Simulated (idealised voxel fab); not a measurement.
Process module name: voxel ribs on slabs
FYI the section here is cut, 290 nm wide, cells are 5 nm squares.
Cross-section layout: square cells on a grid; listed as bands, top to bottom; a band spans one or more cell rows. Quick guide to a band line: top height, bottom height (nm) up front; then every material left to right with its width in nm. Only one material and it's marked "full width"? Then it fills the band edge to edge. And "air" just means empty space. Where do heights start? At 0: under that level the wafer as delivered is made of one material only. And the lowest band has no floor; it just carries on downward, as in "top 0, no bottom". You'd read "30..40" like this: the band's top row of cells is as wide as the first number, its bottom row is as wide as the second, and going down, every row changes width by the same amount as the row before did. Basically "nothing got changed" means that step didn't change any cell in the cross-section. Empty spaces counting at least 8 cells and having no open way to the top are listed in "Closed void table". The notation width x height at distance is used for each, the distance being from the left edge and all three values in nm. Whatever follows a step's settings on its line is a remark the simulator itself makes about that step. overlay nm: mask offset rightward from planned place, masked step; negative means leftward offset.
-- The process steps that were planned are listed below
step 1: RECEIVE | material Si
step 2: DIRECTIONAL_DEP | material SiO2 | thk nm 25
step 3: DIRECTIONAL_DEP | material SiN | thk nm 20
step 4: DIRECTIONAL_DEP | material aC | thk nm 10
step 5: PATTERN | tone cover | mask id RIB | material resist | width nm 30 | thk nm 30 | overlay nm 0
step 6: DIRECTIONAL_ETCH | etch materials aC | depth nm 10
step 7: STRIP | etch materials resist
step 8: DIRECTIONAL_ETCH | etch materials SiN | depth nm 5
step 9: STRIP | etch materials aC
step 10: PATTERN | tone cover | mask id SLAB | material resist | width nm 90 | thk nm 15 | overlay nm 0
step 11: DIRECTIONAL_ETCH | etch materials SiN | depth nm 15
step 12: STRIP | etch materials resist
step 13: FILL_DEP | material SiO2 | thk nm 20
step 14: CMP | height nm 60
step 15: DIRECTIONAL_DEP | material TiN | thk nm 10
step 16: DIRECTIONAL_DEP | material aC | thk nm 10
step 17: PATTERN | tone cover | mask id HEATER | material resist | width nm 40 | thk nm 25 | overlay nm 0
step 18: DIRECTIONAL_ETCH | etch materials aC | depth nm 10
step 19: STRIP | etch materials resist
step 20: DIRECTIONAL_ETCH | etch materials TiN | depth nm 10
step 21: STRIP | etch materials aC
step 22: CONFORMAL_DEP | material SiN | thk nm 5
-- Here's what the wafer looked like in cross-section when it arrived - that's after step 1
top 0, no bottom = Si full width
Closed void table: none
-- The first of two wafers, cross-sectioned at the end of the module, with the run proceeding as planned
top 75, bottom 70 = air 120 nm; SiN 50 nm; air 120 nm
top 70, bottom 65 = air 120 nm; SiN 5 nm; TiN 40 nm; SiN 5 nm; air 120 nm
top 65, bottom 60 = SiN 125 nm; TiN 40 nm; SiN 125 nm
top 60, bottom 45 = SiO2 full width
top 45, bottom 40 = SiO2 130 nm; SiN 30 nm; SiO2 130 nm
top 40, bottom 25 = SiO2 100 nm; SiN 90 nm; SiO2 100 nm
top 25, bottom 0 = SiO2 full width
top 0, no bottom = Si full width
Closed void table: none
-- Now the second wafer, cross-sectioned at the end of the module. Nothing different at the start, nothing different in the plan compared with the first, just one mistake when it was actually run
top 75, bottom 70 = air 120 nm; SiN 50 nm; air 120 nm
top 70, bottom 65 = air 120 nm; SiN 5 nm; TiN 40 nm; SiN 5 nm; air 120 nm
top 65, bottom 60 = SiN 125 nm; TiN 40 nm; SiN 125 nm
top 60, bottom 45 = SiO2 full width
top 45, bottom 40 = SiO2 130 nm; SiN 30 nm; SiO2 130 nm
top 40, bottom 25 = SiO2 105 nm; SiN 85 nm; SiO2 100 nm
top 25, bottom 0 = SiO2 full width
top 0, no bottom = Si full width
Closed void table: none
What went wrong in running the wafer? step 10 changed vs plan, executed as PATTERN | tone cover | mask id SLAB | material resist | width nm 85 | thk nm 15 | overlay nm 0
Final cells, second wafer relative to first, materials higher or lower: SiN -3, SiO2 +3
